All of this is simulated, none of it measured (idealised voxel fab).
process module | voxel tone inversion
For reference, the cross-section in this document is cut, with width 195 nm and square cells of 5 nm.
Bands, listed from the top down, are how a cross-section gets written in this document; the cross-section itself is a grid of square cells, and a band is one or more rows of them.
Top height, bottom height, nm. Materials left to right, width each, nm. Single material + "everywhere" = fills band edge to edge. "empty" = empty.
Below 0: as-received wafer, all one material; heights counted from there. Lowest band: no bottom, goes on down, written "0 down".
Width: "30->40" (first number = top row, second number = bottom row, same change from row to row of cells).
"identical to before", as given for a step, is the statement that not any cell of the cross-section underwent a change during that step.
The entry titled "Trapped cavities" provides the empty spaces that have no open way to the top, restricted to those of 8 cells or more. Each is presented as width x height at distance, the distance being measured from the left edge, with all three in nm.
after a step's settings: what the simulator itself notes on the step
overlay nm: on a step with a mask, how far right of its planned place the mask lay; negative means left.
These are the steps we planned for the process
| 1 | RECEIVE [material Si] |
| 2 | CONFORMAL_DEP [material SiN] [thk nm 10] |
| 3 | DIRECTIONAL_DEP [material aC] [thk nm 15] |
| 4 | PATTERN [tone cover] [mask id POSTS] [material resist] [width nm 20] [pitch nm 45] [thk nm 25] [overlay nm 0] |
| 5 | DIRECTIONAL_ETCH [etch materials aC] [depth nm 15] |
| 6 | STRIP [etch materials resist] |
| 7 | FILL_DEP [material lowk] [thk nm 5] |
| 8 | CMP [height nm 25] |
| 9 | STRIP [etch materials aC] |
First of two wafers - as planned
Cross-section of the incoming wafer, state after step 1
    0 down | Si everywhere
    Trapped cavities: none
Cross-section of the wafer after step 2
    10 to 0 | SiN everywhere
    Heights below 0 show no change.
Cross-section of the wafer after step 3
    25 to 10 | aC everywhere
    Heights below 10 show no change.
Cross-section of the wafer after step 4
    50 to 25 | empty 65 nm / resist 20 nm / empty 25 nm / resist 20 nm / empty 65 nm
    Heights below 25 show no change.
Cross-section of the wafer after step 5
    35 to 25 | empty 65 nm / resist 20 nm / empty 25 nm / resist 20 nm / empty 65 nm
    25 to 10 | empty 65 nm / aC 20 nm / empty 25 nm / aC 20 nm / empty 65 nm
    Heights below 10 show no change.
Cross-section of the wafer after step 6
    25 to 10 | empty 65 nm / aC 20 nm / empty 25 nm / aC 20 nm / empty 65 nm
    Heights below 10 show no change.
Cross-section of the wafer after step 7
    30 to 25 | lowk everywhere
    25 to 10 | lowk 65 nm / aC 20 nm / lowk 25 nm / aC 20 nm / lowk 65 nm
    Heights below 10 show no change.
Cross-section of the wafer after step 8
    25 to 10 | lowk 65 nm / aC 20 nm / lowk 25 nm / aC 20 nm / lowk 65 nm
    Heights below 10 show no change.
Cross-section of the wafer after step 9
    25 to 10 | lowk 65 nm / empty 20 nm / lowk 25 nm / empty 20 nm / lowk 65 nm
    Heights below 10 show no change.
Companion wafer, the second of two: same beginning, same intended sequence, one mistake in carrying it out; through step 1 inclusive it tracks the first exactly
Here is the second wafer in cross-section at the point where step 2 of the plan should have been done
    15 to 0 | aC everywhere
    Heights below 0 show no change.
Here is the second wafer in cross-section at the point where step 3 of the plan should have been done
    25 to 15 | SiN everywhere
    Heights below 15 show no change.
Here is the second wafer in cross-section at the point where step 4 of the plan should have been done
    50 to 25 | empty 65 nm / resist 20 nm / empty 25 nm / resist 20 nm / empty 65 nm
    Heights below 25 show no change.
Here is the second wafer in cross-section at the point where step 5 of the plan should have been done
    35 to 25 | empty 65 nm / resist 20 nm / empty 25 nm / resist 20 nm / empty 65 nm
    Heights below 25 show no change.
Here is the second wafer in cross-section at the point where step 6 of the plan should have been done
    25 to 15 | SiN everywhere
    Heights below 15 show no change.
Here is the second wafer in cross-section at the point where step 7 of the plan should have been done
    30 to 25 | lowk everywhere
    Heights below 25 show no change.
Here is the second wafer in cross-section at the point where step 8 of the plan should have been done
    25 to 15 | SiN everywhere
    Heights below 15 show no change.
Here is the second wafer in cross-section at the point where step 9 of the plan should have been done: identical to before
Finding, execution versus plan: swap of plan steps 2 and 3 during execution
at the end the second wafer has, in cells: +117 aC | -93 lowk
